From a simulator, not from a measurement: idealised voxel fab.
Proc. module: voxel fin reveal
Displayed cross-section: cut, width of 290 nm, square cells sized 5 nm.
Throughout this document, each cross-section is represented as a grid of square cells and is presented as a sequence of bands enumerated from the top downward, where a band comprises one or more rows of cells. Heads up on the band format: heights come first, top then bottom, in nm. After that it's the materials left to right, each with its width in nm. A single material flagged "edge to edge" fills the whole band edge to edge, and "blank" means there's empty space there. Beneath 0, the wafer as received is one material, and that level is where height counting begins. The lowest band goes on downward without a bottom; it is written like "top 0, no bottom". Width "30->40": first value at the band's top row of cells, second value at its bottom row, equal change from row to row. Take "everything unchanged" at face value: in the step it is given for, the cross-section changed in none of its cells. In "Sealed voids" the enclosed voids are listed, meaning empty spaces of 8 cells or larger without any opening to the top. The form is width x height at distance, distance from the left edge, units nm. Formally, on a step line, whatever follows the settings is a remark that the simulator itself makes on the step. Each step line may optionally specify "overlay nm", which for a step with a mask gives the rightward distance between the mask's planned place and where it lay, a negative value indicating the leftward direction.

### Steps in the process plan
- 1: RECEIVE [material Si]
- 2: CONFORMAL_DEP [material SiN] [thk nm 10]
- 3: DIRECTIONAL_DEP [material aC] [thk nm 15]
- 4: PATTERN [tone cover] [mask id FINS] [material resist] [width nm 15] [pitch nm 35] [thk nm 30] [overlay nm 0]
- 5: DIRECTIONAL_ETCH [etch materials aC] [depth nm 15]
- 6: STRIP [etch materials resist]
- 7: DIRECTIONAL_ETCH [etch materials SiN] [depth nm 10]
- 8: DIRECTIONAL_ETCH [etch materials Si] [depth nm 35]
- 9: STRIP [etch materials aC]
- 10: OXIDIZE [depth nm 5]
- 11: FILL_DEP [material SiO2] [thk nm 5]
- 12: CMP [height nm 10]
- 13: SELECTIVE_ETCH [etch materials SiO2] [depth nm 35]
- 14: STRIP [etch materials SiN]
- 15: CONFORMAL_DEP [material SiO2] [thk nm 5]

### Cross-section: wafer on arrival = after step 1
    top 0, no bottom  Si edge to edge
    Sealed voids: none

### Cross-section taken at module completion on the first of two wafers; processed per the plan
    top 5, bottom 0  85 of blank / 15 of SiO2 / 20 of blank / 15 of SiO2 / 20 of blank / 15 of SiO2 / 20 of blank / 15 of SiO2 / 85 of blank
    top 0, bottom -20  85 of blank / 5 of SiO2 / 5 of Si / 5 of SiO2 / 20 of blank / 5 of SiO2 / 5 of Si / 5 of SiO2 / 20 of blank / 5 of SiO2 / 5 of Si / 5 of SiO2 / 20 of blank / 5 of SiO2 / 5 of Si / 5 of SiO2 / 85 of blank
    top -20, bottom -40  90 of SiO2 / 5 of Si / 30 of SiO2 / 5 of Si / 30 of SiO2 / 5 of Si / 30 of SiO2 / 5 of Si / 90 of SiO2
    top -40, no bottom  Si edge to edge
    Sealed voids: none

### Cross-sectional image of the second wafer of the two following completion of the module. Starting state and process plan were the same as for the first wafer; one execution error occurred
    top 0, bottom -25  90 of blank / 5 of Si / 30 of blank / 5 of Si / 30 of blank / 5 of Si / 30 of blank / 5 of Si / 90 of blank
    top -25, bottom -40  90 of SiO2 / 5 of Si / 30 of SiO2 / 5 of Si / 30 of SiO2 / 5 of Si / 30 of SiO2 / 5 of Si / 90 of SiO2
    top -40, no bottom  Si edge to edge
    Sealed voids: none
Deviation noted in wafer processing: the run left out plan step 15 entirely, so it was never executed
Heads up, by the end the second wafer has more or fewer cells of some materials compared to the first: 98 fewer of SiO2
